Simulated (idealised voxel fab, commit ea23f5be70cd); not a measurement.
The process module presented herein is designated voxel transistor to metal.
Cross-section cut spans 165 nm and uses square cells 5 nm in size.
For the purposes of this document, a cross-section shall be understood as a grid of square cells, specified as bands listed in top-to-bottom order, each band consisting of one or more rows of cells. The band entry comprises the height of the band's top followed by the height of its bottom, expressed in nm, and subsequently the band's materials from left to right, each stated together with its width in nm. Where a single material is marked with the word "everywhere", that material fills the band from edge to edge. The word "air" represents empty space. The reference from which all heights are counted is 0, the level beneath which the as-received wafer is entirely one material; the lowest band, having no lower bound, proceeds downward and is written after the example "0..down". A width given as "30->40" starts at the first number in the band's top row and ends at the second number in its bottom row, shifting by an equal amount at every step from row to row. "no change", as given for a step, is the statement that not any cell of the cross-section underwent a change during that step. Basically, "Non-vented voids" tells you about the enclosed voids: empty spaces with no open way to the top, 8 cells or bigger, each written width x height at distance, where distance is from the left edge, all in nm. Anything after a step's settings on that line? It's the simulator's own note about the step. "overlay nm" denotes, for a step that has a mask, the displacement of the mask to the right of its planned place, with negative values corresponding to the left. Pairs follow: section before one process step, section after it down to the lowest changed band, step with settings underneath. Pairs may come from different runs of this module on the same starting wafer; continuity with the pair above only as stated in the "Pre-step view" entry.

### Pre-step view
	30..25  SiCN everywhere
	25..15  SiO2: 35, TiN: 5, W: 5, TiN: 5, SiO2: 65, TiN: 5, W: 5, TiN: 5, SiO2: 35
	15..10  SiO2: 35, TiN: 5, W: 5, TiN: 5, SiO2: 5, SiN: 10, HfO2: 5, TiN: 5, W: 15, TiN: 5, HfO2: 5, SiN: 10, SiO2: 5, TiN: 5, W: 5, TiN: 5, SiO2: 35
	10..5  SiO2: 35, TiN: 15, SiO2: 5, SiN: 10, HfO2: 5, TiN: 5, W: 15, TiN: 5, HfO2: 5, SiN: 10, SiO2: 5, TiN: 15, SiO2: 35
	5..0  SiO2: 30, SiN: 10, nSi: 15, SiN: 10, HfO2: 5, TiN: 25, HfO2: 5, SiN: 10, nSi: 15, SiN: 10, SiO2: 30
	0..-5  SiO2: 40, nSi: 15, SiO2: 10, HfO2: 35, SiO2: 10, nSi: 15, SiO2: 40
	-5..-10  SiO2: 30, Si: 10, nSi: 15, Si: 55, nSi: 15, Si: 10, SiO2: 30
	-10..-25  SiO2: 30, Si: 105, SiO2: 30
	-25..down  Si everywhere
	Non-vented voids: none

### Resulting Structure
	50..30  SiO2 everywhere
	Whatever lies below 30 is exactly as it was before.
	Non-vented voids: none
Which step turns the before cross-section above into the after cross-section? DIRECTIONAL_DEP: material SiO2, thk nm 20

Pre-step view: the cross-section after the pair above

### Resulting Structure
	60..50  aC everywhere
	Whatever lies below 50 is exactly as it was before.
	Non-vented voids: none
Which step turns the before cross-section above into the after cross-section? DIRECTIONAL_DEP: material aC, thk nm 10

Pre-step view: the cross-section after the pair above

### Resulting Structure
	85..60  resist: 35, air: 15, resist: 65, air: 15, resist: 35
	Whatever lies below 60 is exactly as it was before.
	Non-vented voids: none
Which step turns the before cross-section above into the after cross-section? PATTERN: tone open, mask id METAL_1, material resist, width nm 15, pitch nm 80, thk nm 25, overlay nm 0

Pre-step view: the cross-section after the pair above

### Resulting Structure
	75..60  resist: 35, air: 15, resist: 65, air: 15, resist: 35
	60..50  aC: 35, air: 15, aC: 65, air: 15, aC: 35
	Whatever lies below 50 is exactly as it was before.
	Non-vented voids: none
Which step turns the before cross-section above into the after cross-section? DIRECTIONAL_ETCH: etch materials aC, depth nm 10

Pre-step view: the cross-section after the pair above

### Resulting Structure
	60..50  aC: 35, air: 15, aC: 65, air: 15, aC: 35
	Whatever lies below 50 is exactly as it was before.
	Non-vented voids: none
Which step turns the before cross-section above into the after cross-section? STRIP: etch materials resist

Pre-step view: the cross-section after the pair above

### Resulting Structure
	60..50  aC: 35, air: 15, aC: 65, air: 15, aC: 35
	50..30  SiO2: 35, air: 15, SiO2: 65, air: 15, SiO2: 35
	Whatever lies below 30 is exactly as it was before.
	Non-vented voids: none
Which step turns the before cross-section above into the after cross-section? DIRECTIONAL_ETCH: etch materials SiO2, depth nm 20

Pre-step view: the cross-section after the pair above

### Resulting Structure
	60..50  aC: 35, air: 15, aC: 65, air: 15, aC: 35
	50..30  SiO2: 35, air: 15, SiO2: 65, air: 15, SiO2: 35
	30..25  SiCN: 35, air: 15, SiCN: 65, air: 15, SiCN: 35
	Whatever lies below 25 is exactly as it was before.
	Non-vented voids: none
Which step turns the before cross-section above into the after cross-section? DIRECTIONAL_ETCH: etch materials SiCN, depth nm 5

Pre-step view: the cross-section after the pair above

### Resulting Structure
	50..30  SiO2: 35, air: 15, SiO2: 65, air: 15, SiO2: 35
	Whatever lies below 30 is exactly as it was before.
	Non-vented voids: none
Which step turns the before cross-section above into the after cross-section? STRIP: etch materials aC

Pre-step view: the cross-section after the pair above

### Resulting Structure
	55..50  TiN: 40, air: 5, TiN: 75, air: 5, TiN: 40
	50..30  SiO2: 35, TiN: 5, air: 5, TiN: 5, SiO2: 65, TiN: 5, air: 5, TiN: 5, SiO2: 35
	30..25  SiCN: 35, TiN: 15, SiCN: 65, TiN: 15, SiCN: 35
	Whatever lies below 25 is exactly as it was before.
	Non-vented voids: none
Which step turns the before cross-section above into the after cross-section? CONFORMAL_DEP: material TiN, thk nm 5

Pre-step view: the cross-section after the pair above

### Resulting Structure
	65..55  Cu everywhere
	55..50  TiN: 40, Cu: 5, TiN: 75, Cu: 5, TiN: 40
	50..30  SiO2: 35, TiN: 5, Cu: 5, TiN: 5, SiO2: 65, TiN: 5, Cu: 5, TiN: 5, SiO2: 35
	Whatever lies below 30 is exactly as it was before.
	Non-vented voids: none
Which step turns the before cross-section above into the after cross-section? FILL_DEP: material Cu, thk nm 10

Pre-step view: the cross-section after the pair above

### Resulting Structure
	50..30  SiO2: 35, TiN: 5, Cu: 5, TiN: 5, SiO2: 65, TiN: 5, Cu: 5, TiN: 5, SiO2: 35
	Whatever lies below 30 is exactly as it was before.
	Non-vented voids: none
Which step turns the before cross-section above into the after cross-section? CMP: height nm 50

Pre-step view: the cross-section after the pair above

### Resulting Structure
	55..50  SiCN everywhere
	Whatever lies below 50 is exactly as it was before.
	Non-vented voids: none
Which step turns the before cross-section above into the after cross-section? CONFORMAL_DEP: material SiCN, thk nm 5

Pre-step view: the cross-section after the pair above

### Resulting Structure
	80..55  lowk everywhere
	Whatever lies below 55 is exactly as it was before.
	Non-vented voids: none
Which step turns the before cross-section above into the after cross-section? DIRECTIONAL_DEP: material lowk, thk nm 25

Pre-step view: the cross-section after the pair above

### Resulting Structure
	80..65  lowk: 35, air: 15, lowk: 65, air: 15, lowk: 35
	Whatever lies below 65 is exactly as it was before.
	Non-vented voids: none
Which step turns the before cross-section above into the after cross-section? MASKED_ETCH: tone open, mask id METAL_2, width nm 15, pitch nm 80, etch materials lowk, depth nm 15, overlay nm 0

Pre-step view: the cross-section after the pair above

### Resulting Structure
	80..55  lowk: 35, air: 15, lowk: 65, air: 15, lowk: 35
	Whatever lies below 55 is exactly as it was before.
	Non-vented voids: none
Which step turns the before cross-section above into the after cross-section? MASKED_ETCH: tone open, mask id METAL_2_HOLES, width nm 15, pitch nm 80, etch materials lowk, depth nm 10, overlay nm 0

Pre-step view: the cross-section after the pair above

### Resulting Structure
	80..55  lowk: 35, air: 15, lowk: 65, air: 15, lowk: 35
	55..50  SiCN: 35, air: 15, SiCN: 65, air: 15, SiCN: 35
	Whatever lies below 50 is exactly as it was before.
	Non-vented voids: none
Which step turns the before cross-section above into the after cross-section? MASKED_ETCH: tone open, mask id METAL_2_HOLES, width nm 15, pitch nm 80, etch materials SiCN, depth nm 5, overlay nm 0

Pre-step view: the cross-section after the pair above

### Resulting Structure
	85..80  TiN: 40, air: 5, TiN: 75, air: 5, TiN: 40
	80..55  lowk: 35, TiN: 5, air: 5, TiN: 5, lowk: 65, TiN: 5, air: 5, TiN: 5, lowk: 35
	55..50  SiCN: 35, TiN: 15, SiCN: 65, TiN: 15, SiCN: 35
	Whatever lies below 50 is exactly as it was before.
	Non-vented voids: none
Which step turns the before cross-section above into the after cross-section? CONFORMAL_DEP: material TiN, thk nm 5

Pre-step view: the cross-section after the pair above

### Resulting Structure
	90..85  Ru everywhere
	85..80  TiN: 40, Ru: 5, TiN: 75, Ru: 5, TiN: 40
	80..55  lowk: 35, TiN: 5, Ru: 5, TiN: 5, lowk: 65, TiN: 5, Ru: 5, TiN: 5, lowk: 35
	Whatever lies below 55 is exactly as it was before.
	Non-vented voids: none
Which step turns the before cross-section above into the after cross-section? FILL_DEP: material Ru, thk nm 5

Pre-step view: the cross-section after the pair above

### Resulting Structure
	80..55  lowk: 35, TiN: 5, Ru: 5, TiN: 5, lowk: 65, TiN: 5, Ru: 5, TiN: 5, lowk: 35
	Whatever lies below 55 is exactly as it was before.
	Non-vented voids: none
Which step turns the before cross-section above into the after cross-section? CMP: height nm 80

Pre-step view: the cross-section after the pair above

### Resulting Structure
	85..80  SiCN everywhere
	Whatever lies below 80 is exactly as it was before.
	Non-vented voids: none
Which step turns the before cross-section above into the after cross-section? CONFORMAL_DEP: material SiCN, thk nm 5

### Pre-step view
	50..45  aC: 25, air: 115, aC: 25
	45..40  aC everywhere
	40..35  SiCN: 25, aC: 115, SiCN: 25
	35..25  SiCN everywhere
	25..20  polySi: 25, SiCN: 115, polySi: 25
	20..5  polySi everywhere
	5..0  SiO2: 25, polySi: 115, SiO2: 25
	0..-5  SiO2 everywhere
	-5..-25  SiO2: 30, Si: 105, SiO2: 30
	-25..down  Si everywhere
	Non-vented voids: none

### Resulting Structure
	75..50  air: 70, resist: 35, air: 60
	50..45  aC: 25, air: 45, resist: 35, air: 35, aC: 25
	Whatever lies below 45 is exactly as it was before.
	Non-vented voids: none
Which step turns the before cross-section above into the after cross-section? PATTERN: tone cover, mask id GATE, material resist, width nm 35, thk nm 25, overlay nm 5

Pre-step view: the cross-section after the pair above

### Resulting Structure
	65..45  air: 70, resist: 35, air: 60
	45..40  air: 70, aC: 35, air: 60
	40..35  SiCN: 25, air: 45, aC: 35, air: 35, SiCN: 25
	Whatever lies below 35 is exactly as it was before.
	Non-vented voids: none
Which step turns the before cross-section above into the after cross-section? DIRECTIONAL_ETCH: etch materials aC, depth nm 10

Pre-step view: the cross-section after the pair above

### Resulting Structure
	45..40  air: 70, aC: 35, air: 60
	Whatever lies below 40 is exactly as it was before.
	Non-vented voids: none
Which step turns the before cross-section above into the after cross-section? STRIP: etch materials resist

Pre-step view: the cross-section after the pair above

### Resulting Structure
	45..35  air: 70, aC: 35, air: 60
	35..25  air: 70, SiCN: 35, air: 60
	25..20  polySi: 25, air: 45, SiCN: 35, air: 35, polySi: 25
	Whatever lies below 20 is exactly as it was before.
	Non-vented voids: none
Which step turns the before cross-section above into the after cross-section? DIRECTIONAL_ETCH: etch materials SiCN, depth nm 25

Pre-step view: the cross-section after the pair above

### Resulting Structure
	45..35  air: 70, aC: 35, air: 60
	35..20  air: 70, SiCN: 35, air: 60
	20..5  air: 70, polySi: 35, air: 60
	5..0  SiO2: 25, air: 45, polySi: 35, air: 35, SiO2: 25
	Whatever lies below 0 is exactly as it was before.
	Non-vented voids: none
Which step turns the before cross-section above into the after cross-section? DIRECTIONAL_ETCH: etch materials polySi, depth nm 30

Pre-step view: the cross-section after the pair above

### Resulting Structure
	35..20  air: 70, SiCN: 35, air: 60
	Whatever lies below 20 is exactly as it was before.
	Non-vented voids: none
Which step turns the before cross-section above into the after cross-section? STRIP: etch materials aC

Pre-step view: the cross-section after the pair above

### Resulting Structure
	40..35  air: 65, SiO2: 45, air: 55
	35..20  air: 65, SiO2: 5, SiCN: 35, SiO2: 5, air: 55
	20..10  air: 65, SiO2: 5, polySi: 35, SiO2: 5, air: 55
	10..5  SiO2: 30, air: 35, SiO2: 5, polySi: 35, SiO2: 5, air: 25, SiO2: 30
	5..0  SiO2: 70, polySi: 35, SiO2: 60
	Whatever lies below 0 is exactly as it was before.
	Non-vented voids: none
Which step turns the before cross-section above into the after cross-section? CONFORMAL_DEP: material SiO2, thk nm 5

Pre-step view: the cross-section after the pair above

### Resulting Structure
	35..20  air: 65, SiO2: 5, SiCN: 35, SiO2: 5, air: 55
	20..5  air: 65, SiO2: 5, polySi: 35, SiO2: 5, air: 55
	5..0  SiO2: 30, air: 35, SiO2: 5, polySi: 35, SiO2: 5, air: 25, SiO2: 30
	Whatever lies below 0 is exactly as it was before.
	Non-vented voids: none
Which step turns the before cross-section above into the after cross-section? DIRECTIONAL_ETCH: etch materials SiO2, depth nm 5

Pre-step view: the cross-section after the pair above

### Resulting Structure
	45..35  air: 55, SiN: 65, air: 45
	35..20  air: 55, SiN: 10, SiO2: 5, SiCN: 35, SiO2: 5, SiN: 10, air: 45
	20..15  air: 55, SiN: 10, SiO2: 5, polySi: 35, SiO2: 5, SiN: 10, air: 45
	15..10  SiN: 40, air: 15, SiN: 10, SiO2: 5, polySi: 35, SiO2: 5, SiN: 10, air: 5, SiN: 40
	10..5  SiN: 65, SiO2: 5, polySi: 35, SiO2: 5, SiN: 55
	5..0  SiO2: 30, SiN: 35, SiO2: 5, polySi: 35, SiO2: 5, SiN: 25, SiO2: 30
	Whatever lies below 0 is exactly as it was before.
	Non-vented voids: none
Which step turns the before cross-section above into the after cross-section? CONFORMAL_DEP: material SiN, thk nm 10

Pre-step view: the cross-section after the pair above

### Resulting Structure
	35..20  air: 55, SiN: 10, SiO2: 5, SiCN: 35, SiO2: 5, SiN: 10, air: 45
	20..5  air: 55, SiN: 10, SiO2: 5, polySi: 35, SiO2: 5, SiN: 10, air: 45
	5..0  SiO2: 30, SiN: 10, air: 15, SiN: 10, SiO2: 5, polySi: 35, SiO2: 5, SiN: 10, air: 5, SiN: 10, SiO2: 30
	Whatever lies below 0 is exactly as it was before.
	Non-vented voids: none
Which step turns the before cross-section above into the after cross-section? DIRECTIONAL_ETCH: etch materials SiN, depth nm 10

Pre-step view: the cross-section after the pair above

### Resulting Structure
	35..30  air: 55, SiN: 10, air: 5, SiCN: 35, air: 5, SiN: 10, air: 45
	30..20  air: 55, SiN: 10, SiO2: 5, SiCN: 35, SiO2: 5, SiN: 10, air: 45
	20..5  air: 55, SiN: 10, SiO2: 5, polySi: 35, SiO2: 5, SiN: 10, air: 45
	5..0  air: 30, SiN: 10, air: 15, SiN: 10, SiO2: 5, polySi: 35, SiO2: 5, SiN: 10, air: 5, SiN: 10, air: 30
	0..-5  SiO2: 40, air: 15, SiO2: 65, air: 5, SiO2: 40
	Whatever lies below -5 is exactly as it was before.
	Non-vented voids: none
Which step turns the before cross-section above into the after cross-section? DIRECTIONAL_ETCH: etch materials SiO2, depth nm 5

Pre-step view: the cross-section after the pair above

### Resulting Structure
	35..30  air: 55, SiN: 10, air: 5, SiCN: 35, air: 5, SiN: 10, air: 45
	30..20  air: 55, SiN: 10, SiO2: 5, SiCN: 35, SiO2: 5, SiN: 10, air: 45
	20..5  air: 55, SiN: 10, SiO2: 5, polySi: 35, SiO2: 5, SiN: 10, air: 45
	5..0  air: 30, SiN: 10, air: 15, SiN: 10, SiO2: 5, polySi: 35, SiO2: 5, SiN: 10, air: 5, SiN: 10, air: 30
	0..-5  SiO2: 40, air: 15, SiO2: 65, air: 5, SiO2: 40
	-5..-10  SiO2: 30, Si: 10, air: 15, Si: 65, air: 5, Si: 10, SiO2: 30
	Whatever lies below -10 is exactly as it was before.
	Non-vented voids: none
Which step turns the before cross-section above into the after cross-section? DIRECTIONAL_ETCH: etch materials Si, depth nm 5

Pre-step view: the cross-section after the pair above

### Resulting Structure
	35..30  air: 55, SiN: 10, air: 5, SiCN: 35, air: 5, SiN: 10, air: 45
	30..20  air: 55, SiN: 10, SiO2: 5, SiCN: 35, SiO2: 5, SiN: 10, air: 45
	20..5  air: 55, SiN: 10, SiO2: 5, polySi: 35, SiO2: 5, SiN: 10, air: 45
	5..0  air: 30, SiN: 10, nSi: 15, SiN: 10, SiO2: 5, polySi: 35, SiO2: 5, SiN: 10, nSi: 5, SiN: 10, air: 30
	0..-5  SiO2: 40, nSi: 15, SiO2: 65, nSi: 5, SiO2: 40
	-5..-10  SiO2: 30, Si: 10, nSi: 15, Si: 65, nSi: 5, Si: 10, SiO2: 30
	Whatever lies below -10 is exactly as it was before.
	Non-vented voids: none
Which step turns the before cross-section above into the after cross-section? EPI: material nSi, thk nm 10

Pre-step view: the cross-section after the pair above

### Resulting Structure
	45..35  SiO2 everywhere
	35..20  SiO2: 55, SiN: 10, SiO2: 5, SiCN: 35, SiO2: 5, SiN: 10, SiO2: 45
	20..5  SiO2: 55, SiN: 10, SiO2: 5, polySi: 35, SiO2: 5, SiN: 10, SiO2: 45
	5..0  SiO2: 30, SiN: 10, nSi: 15, SiN: 10, SiO2: 5, polySi: 35, SiO2: 5, SiN: 10, nSi: 5, SiN: 10, SiO2: 30
	Whatever lies below 0 is exactly as it was before.
	Non-vented voids: none
Which step turns the before cross-section above into the after cross-section? FILL_DEP: material SiO2, thk nm 10

Pre-step view: the cross-section after the pair above

### Resulting Structure
	20..5  SiO2: 55, SiN: 10, SiO2: 5, polySi: 35, SiO2: 5, SiN: 10, SiO2: 45
	Whatever lies below 5 is exactly as it was before.
	Non-vented voids: none
Which step turns the before cross-section above into the after cross-section? CMP: height nm 20

Pre-step view: the cross-section after the pair above

### Resulting Structure
	20..5  SiO2: 55, SiN: 10, SiO2: 5, air: 35, SiO2: 5, SiN: 10, SiO2: 45
	5..0  SiO2: 30, SiN: 10, nSi: 15, SiN: 10, SiO2: 5, air: 35, SiO2: 5, SiN: 10, nSi: 5, SiN: 10, SiO2: 30
	Whatever lies below 0 is exactly as it was before.
	Non-vented voids: none
Which step turns the before cross-section above into the after cross-section? STRIP: etch materials polySi

Pre-step view: the cross-section after the pair above

### Resulting Structure
	20..15  air: 55, SiN: 10, air: 45, SiN: 10, air: 45
	15..5  SiO2: 55, SiN: 10, air: 45, SiN: 10, SiO2: 45
	5..0  SiO2: 30, SiN: 10, nSi: 15, SiN: 10, air: 45, SiN: 10, nSi: 5, SiN: 10, SiO2: 30
	0..-5  SiO2: 40, nSi: 15, SiO2: 10, air: 45, SiO2: 10, nSi: 5, SiO2: 40
	Whatever lies below -5 is exactly as it was before.
	Non-vented voids: none
Which step turns the before cross-section above into the after cross-section? SELECTIVE_ETCH: etch materials SiO2, depth nm 5

Pre-step view: the cross-section after the pair above

### Resulting Structure
	25..20  air: 50, HfO2: 20, air: 35, HfO2: 20, air: 40
	20..15  HfO2: 55, SiN: 10, HfO2: 5, air: 35, HfO2: 5, SiN: 10, HfO2: 45
	15..5  SiO2: 55, SiN: 10, HfO2: 5, air: 35, HfO2: 5, SiN: 10, SiO2: 45
	5..0  SiO2: 30, SiN: 10, nSi: 15, SiN: 10, HfO2: 5, air: 35, HfO2: 5, SiN: 10, nSi: 5, SiN: 10, SiO2: 30
	0..-5  SiO2: 40, nSi: 15, SiO2: 10, HfO2: 45, SiO2: 10, nSi: 5, SiO2: 40
	Whatever lies below -5 is exactly as it was before.
	Non-vented voids: none
Which step turns the before cross-section above into the after cross-section? CONFORMAL_DEP: material HfO2, thk nm 5

Pre-step view: the cross-section after the pair above

### Resulting Structure
	30..25  air: 45, TiN: 30, air: 25, TiN: 30, air: 35
	25..20  TiN: 50, HfO2: 20, TiN: 5, air: 25, TiN: 5, HfO2: 20, TiN: 40
	20..15  HfO2: 55, SiN: 10, HfO2: 5, TiN: 5, air: 25, TiN: 5, HfO2: 5, SiN: 10, HfO2: 45
	15..5  SiO2: 55, SiN: 10, HfO2: 5, TiN: 5, air: 25, TiN: 5, HfO2: 5, SiN: 10, SiO2: 45
	5..0  SiO2: 30, SiN: 10, nSi: 15, SiN: 10, HfO2: 5, TiN: 35, HfO2: 5, SiN: 10, nSi: 5, SiN: 10, SiO2: 30
	Whatever lies below 0 is exactly as it was before.
	Non-vented voids: none
Which step turns the before cross-section above into the after cross-section? CONFORMAL_DEP: material TiN, thk nm 5

Pre-step view: the cross-section after the pair above

### Resulting Structure
	40..30  W everywhere
	30..25  W: 45, TiN: 30, W: 25, TiN: 30, W: 35
	25..20  TiN: 50, HfO2: 20, TiN: 5, W: 25, TiN: 5, HfO2: 20, TiN: 40
	20..15  HfO2: 55, SiN: 10, HfO2: 5, TiN: 5, W: 25, TiN: 5, HfO2: 5, SiN: 10, HfO2: 45
	15..5  SiO2: 55, SiN: 10, HfO2: 5, TiN: 5, W: 25, TiN: 5, HfO2: 5, SiN: 10, SiO2: 45
	Whatever lies below 5 is exactly as it was before.
	Non-vented voids: none
Which step turns the before cross-section above into the after cross-section? FILL_DEP: material W, thk nm 10

Pre-step view: the cross-section after the pair above

### Resulting Structure
	15..5  SiO2: 55, SiN: 10, HfO2: 5, TiN: 5, W: 25, TiN: 5, HfO2: 5, SiN: 10, SiO2: 45
	Whatever lies below 5 is exactly as it was before.
	Non-vented voids: none
Which step turns the before cross-section above into the after cross-section? CMP: height nm 15

Pre-step view: the cross-section after the pair above

### Resulting Structure
	25..15  SiO2 everywhere
	Whatever lies below 15 is exactly as it was before.
	Non-vented voids: none
Which step turns the before cross-section above into the after cross-section? DIRECTIONAL_DEP: material SiO2, thk nm 10

Pre-step view: the cross-section after the pair above

### Resulting Structure
	25..15  SiO2: 35, air: 15, SiO2: 65, air: 15, SiO2: 35
	15..5  SiO2: 35, air: 15, SiO2: 5, SiN: 10, HfO2: 5, TiN: 5, W: 25, TiN: 5, HfO2: 5, SiN: 10, air: 10, SiO2: 35
	Whatever lies below 5 is exactly as it was before.
	Non-vented voids: none
Which step turns the before cross-section above into the after cross-section? MASKED_ETCH: tone open, mask id CONTACT, width nm 15, pitch nm 80, etch materials SiO2, depth nm 20, overlay nm 0

Pre-step view: the cross-section after the pair above

### Resulting Structure
	30..25  TiN: 40, air: 5, TiN: 75, air: 5, TiN: 40
	25..20  SiO2: 35, TiN: 5, air: 5, TiN: 5, SiO2: 65, TiN: 5, air: 5, TiN: 5, SiO2: 35
	20..15  SiO2: 35, TiN: 5, air: 5, TiN: 5, SiO2: 65, TiN: 15, SiO2: 35
	15..10  SiO2: 35, TiN: 5, air: 5, TiN: 5, SiO2: 5, SiN: 10, HfO2: 5, TiN: 5, W: 25, TiN: 5, HfO2: 5, SiN: 10, TiN: 10, SiO2: 35
	10..5  SiO2: 35, TiN: 15, SiO2: 5, SiN: 10, HfO2: 5, TiN: 5, W: 25, TiN: 5, HfO2: 5, SiN: 10, TiN: 10, SiO2: 35
	Whatever lies below 5 is exactly as it was before.
	Non-vented voids: none
Which step turns the before cross-section above into the after cross-section? CONFORMAL_DEP: material TiN, thk nm 5

Pre-step view: the cross-section after the pair above

### Resulting Structure
	35..30  W everywhere
	30..25  TiN: 40, W: 5, TiN: 75, W: 5, TiN: 40
	25..20  SiO2: 35, TiN: 5, W: 5, TiN: 5, SiO2: 65, TiN: 5, W: 5, TiN: 5, SiO2: 35
	20..15  SiO2: 35, TiN: 5, W: 5, TiN: 5, SiO2: 65, TiN: 15, SiO2: 35
	15..10  SiO2: 35, TiN: 5, W: 5, TiN: 5, SiO2: 5, SiN: 10, HfO2: 5, TiN: 5, W: 25, TiN: 5, HfO2: 5, SiN: 10, TiN: 10, SiO2: 35
	Whatever lies below 10 is exactly as it was before.
	Non-vented voids: none
Which step turns the before cross-section above into the after cross-section? FILL_DEP: material W, thk nm 5

Pre-step view: the cross-section after the pair above

### Resulting Structure
	25..20  SiO2: 35, TiN: 5, W: 5, TiN: 5, SiO2: 65, TiN: 5, W: 5, TiN: 5, SiO2: 35
	Whatever lies below 20 is exactly as it was before.
	Non-vented voids: none
Which step turns the before cross-section above into the after cross-section? CMP: height nm 25

Pre-step view: the cross-section after the pair above

### Resulting Structure
	30..25  SiCN everywhere
	Whatever lies below 25 is exactly as it was before.
	Non-vented voids: none
Which step turns the before cross-section above into the after cross-section? CONFORMAL_DEP: material SiCN, thk nm 5

Pre-step view: the cross-section after the pair above

### Resulting Structure
	50..30  SiO2 everywhere
	Whatever lies below 30 is exactly as it was before.
	Non-vented voids: none
Which step turns the before cross-section above into the after cross-section? DIRECTIONAL_DEP: material SiO2, thk nm 20

Pre-step view: the cross-section after the pair above

### Resulting Structure
	60..50  aC everywhere
	Whatever lies below 50 is exactly as it was before.
	Non-vented voids: none
Which step turns the before cross-section above into the after cross-section? DIRECTIONAL_DEP: material aC, thk nm 10

Pre-step view: the cross-section after the pair above

### Resulting Structure
	85..60  resist: 35, air: 15, resist: 65, air: 15, resist: 35
	Whatever lies below 60 is exactly as it was before.
	Non-vented voids: none
Which step turns the before cross-section above into the after cross-section? PATTERN: tone open, mask id METAL_1, material resist, width nm 15, pitch nm 80, thk nm 25, overlay nm 0

Pre-step view: the cross-section after the pair above

### Resulting Structure
	75..60  resist: 35, air: 15, resist: 65, air: 15, resist: 35
	60..50  aC: 35, air: 15, aC: 65, air: 15, aC: 35
	Whatever lies below 50 is exactly as it was before.
	Non-vented voids: none
Which step turns the before cross-section above into the after cross-section? DIRECTIONAL_ETCH: etch materials aC, depth nm 10

Pre-step view: the cross-section after the pair above

### Resulting Structure
	60..50  aC: 35, air: 15, aC: 65, air: 15, aC: 35
	Whatever lies below 50 is exactly as it was before.
	Non-vented voids: none
Which step turns the before cross-section above into the after cross-section? STRIP: etch materials resist

Pre-step view: the cross-section after the pair above

### Resulting Structure
	60..50  aC: 35, air: 15, aC: 65, air: 15, aC: 35
	50..30  SiO2: 35, air: 15, SiO2: 65, air: 15, SiO2: 35
	Whatever lies below 30 is exactly as it was before.
	Non-vented voids: none
Which step turns the before cross-section above into the after cross-section? DIRECTIONAL_ETCH: etch materials SiO2, depth nm 20

Pre-step view: the cross-section after the pair above

### Resulting Structure
	60..50  aC: 35, air: 15, aC: 65, air: 15, aC: 35
	50..30  SiO2: 35, air: 15, SiO2: 65, air: 15, SiO2: 35
	30..25  SiCN: 35, air: 15, SiCN: 65, air: 15, SiCN: 35
	Whatever lies below 25 is exactly as it was before.
	Non-vented voids: none
Which step turns the before cross-section above into the after cross-section? DIRECTIONAL_ETCH: etch materials SiCN, depth nm 5

Pre-step view: the cross-section after the pair above

### Resulting Structure
	50..30  SiO2: 35, air: 15, SiO2: 65, air: 15, SiO2: 35
	Whatever lies below 30 is exactly as it was before.
	Non-vented voids: none
Which step turns the before cross-section above into the after cross-section? STRIP: etch materials aC

Pre-step view: the cross-section after the pair above

### Resulting Structure
	55..50  TiN: 40, air: 5, TiN: 75, air: 5, TiN: 40
	50..30  SiO2: 35, TiN: 5, air: 5, TiN: 5, SiO2: 65, TiN: 5, air: 5, TiN: 5, SiO2: 35
	30..25  SiCN: 35, TiN: 15, SiCN: 65, TiN: 15, SiCN: 35
	Whatever lies below 25 is exactly as it was before.
	Non-vented voids: none
Which step turns the before cross-section above into the after cross-section? CONFORMAL_DEP: material TiN, thk nm 5

Pre-step view: the cross-section after the pair above

### Resulting Structure
	65..55  Cu everywhere
	55..50  TiN: 40, Cu: 5, TiN: 75, Cu: 5, TiN: 40
	50..30  SiO2: 35, TiN: 5, Cu: 5, TiN: 5, SiO2: 65, TiN: 5, Cu: 5, TiN: 5, SiO2: 35
	Whatever lies below 30 is exactly as it was before.
	Non-vented voids: none
Which step turns the before cross-section above into the after cross-section? FILL_DEP: material Cu, thk nm 10

Pre-step view: the cross-section after the pair above

### Resulting Structure
	50..30  SiO2: 35, TiN: 5, Cu: 5, TiN: 5, SiO2: 65, TiN: 5, Cu: 5, TiN: 5, SiO2: 35
	Whatever lies below 30 is exactly as it was before.
	Non-vented voids: none
Which step turns the before cross-section above into the after cross-section? CMP: height nm 50

Pre-step view: the cross-section after the pair above

### Resulting Structure
	55..50  SiCN everywhere
	Whatever lies below 50 is exactly as it was before.
	Non-vented voids: none
Which step turns the before cross-section above into the after cross-section? CONFORMAL_DEP: material SiCN, thk nm 5

Pre-step view: the cross-section after the pair above

### Resulting Structure
	80..55  lowk everywhere
	Whatever lies below 55 is exactly as it was before.
	Non-vented voids: none
Which step turns the before cross-section above into the after cross-section? DIRECTIONAL_DEP: material lowk, thk nm 25

Pre-step view: the cross-section after the pair above

### Resulting Structure
	80..65  lowk: 35, air: 15, lowk: 65, air: 15, lowk: 35
	Whatever lies below 65 is exactly as it was before.
	Non-vented voids: none
Which step turns the before cross-section above into the after cross-section? MASKED_ETCH: tone open, mask id METAL_2, width nm 15, pitch nm 80, etch materials lowk, depth nm 15, overlay nm 0

Pre-step view: the cross-section after the pair above

### Resulting Structure
	80..55  lowk: 35, air: 15, lowk: 65, air: 15, lowk: 35
	Whatever lies below 55 is exactly as it was before.
	Non-vented voids: none
Which step turns the before cross-section above into the after cross-section? MASKED_ETCH: tone open, mask id METAL_2_HOLES, width nm 15, pitch nm 80, etch materials lowk, depth nm 10, overlay nm 0

Pre-step view: the cross-section after the pair above

### Resulting Structure
	80..55  lowk: 35, air: 15, lowk: 65, air: 15, lowk: 35
	55..50  SiCN: 35, air: 15, SiCN: 65, air: 15, SiCN: 35
	Whatever lies below 50 is exactly as it was before.
	Non-vented voids: none
Which step turns the before cross-section above into the after cross-section? MASKED_ETCH: tone open, mask id METAL_2_HOLES, width nm 15, pitch nm 80, etch materials SiCN, depth nm 5, overlay nm 0

Pre-step view: the cross-section after the pair above

### Resulting Structure
	85..80  TiN: 40, air: 5, TiN: 75, air: 5, TiN: 40
	80..55  lowk: 35, TiN: 5, air: 5, TiN: 5, lowk: 65, TiN: 5, air: 5, TiN: 5, lowk: 35
	55..50  SiCN: 35, TiN: 15, SiCN: 65, TiN: 15, SiCN: 35
	Whatever lies below 50 is exactly as it was before.
	Non-vented voids: none
Which step turns the before cross-section above into the after cross-section? CONFORMAL_DEP: material TiN, thk nm 5

Pre-step view: the cross-section after the pair above

### Resulting Structure
	90..85  Ru everywhere
	85..80  TiN: 40, Ru: 5, TiN: 75, Ru: 5, TiN: 40
	80..55  lowk: 35, TiN: 5, Ru: 5, TiN: 5, lowk: 65, TiN: 5, Ru: 5, TiN: 5, lowk: 35
	Whatever lies below 55 is exactly as it was before.
	Non-vented voids: none
Which step turns the before cross-section above into the after cross-section? FILL_DEP: material Ru, thk nm 5
